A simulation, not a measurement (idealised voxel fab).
process module | voxel local oxidation
cross-section cut | 245 nm wide | cells 5 nm
A cross-section is a grid of square cells, given in bands from the top down. A band is one or more rows of cells.
Each band's line starts with the height of the band's top and of its bottom, in nm. Then come its materials from left to right, each with its width in nm. One material with "throughout" fills the band from edge to edge. "air" is empty space.
Height 0 is the level under which the wafer as received is all one material. The lowest band goes on downwards, as in "0 down".
A width such as "30 to 40" changes by the same amount from each row of cells to the next, from the band's top row to its bottom row.
"no change" after a step means that no cell of the cross-section changed.
closed voids: empty space of 8 cells or more with no open way to the top, each as width x height at its distance from the left edge, in nm
after a step's settings: what the simulator itself notes on the step
overlay nm, on a step with a mask: how far to the right of its planned place the mask lay; to the left if negative
plan
1 op RECEIVE | material Si
2 op OXIDIZE | depth nm 5
3 op CONFORMAL_DEP | material SiN | thk nm 15
4 op DIRECTIONAL_DEP | material aC | thk nm 15
5 op PATTERN | tone cover | mask id ACTIVE | material resist | width nm 105 | thk nm 30 | overlay nm 0
6 op DIRECTIONAL_ETCH | etch materials aC | depth nm 15
7 op STRIP | etch materials resist
8 op DIRECTIONAL_ETCH | etch materials SiN | depth nm 15
9 op STRIP | etch materials aC
10 op SELECTIVE_ETCH | etch materials SiO2 | depth nm 5
11 op OXIDIZE | depth nm 15
12 op STRIP | etch materials SiN
first wafer, as planned
as received, after step 1
  0 down: Si throughout
  closed voids: none
after step 2
  0 to -5: SiO2 throughout
  below -5: unchanged
after step 3
  15 to 0: SiN throughout
  below 0: unchanged
after step 4
  30 to 15: aC throughout
  below 15: unchanged
after step 5
  60 to 30: air 70 | resist 105 | air 70
  below 30: unchanged
after step 6
  45 to 30: air 70 | resist 105 | air 70
  30 to 15: air 70 | aC 105 | air 70
  below 15: unchanged
after step 7
  30 to 15: air 70 | aC 105 | air 70
  below 15: unchanged
after step 8
  30 to 15: air 70 | aC 105 | air 70
  15 to 0: air 70 | SiN 105 | air 70
  below 0: unchanged
after step 9
  15 to 0: air 70 | SiN 105 | air 70
  below 0: unchanged
after step 10
  15 to 0: air 70 | SiN 105 | air 70
  0 to -5: air 75 | SiO2 95 | air 75
  below -5: unchanged
after step 11
  15 to 0: air 70 | SiN 105 | air 70
  0 to -5: air 75 | SiO2 95 | air 75
  -5 to -20: SiO2 90 | Si 65 | SiO2 90
  below -20: unchanged
after step 12
  0 to -5: air 75 | SiO2 95 | air 75
  below -5: unchanged
second wafer: like start, like plan, one mistake. Through step 11 it matches the first wafer
when step 12 should have ended
  -5 to -20: air 90 | Si 65 | air 90
  below -20: unchanged
what went wrong: step 12 ran as: op STRIP | etch materials SiO2
at the end the second wafer has, in cells: 127 fewer of SiO2
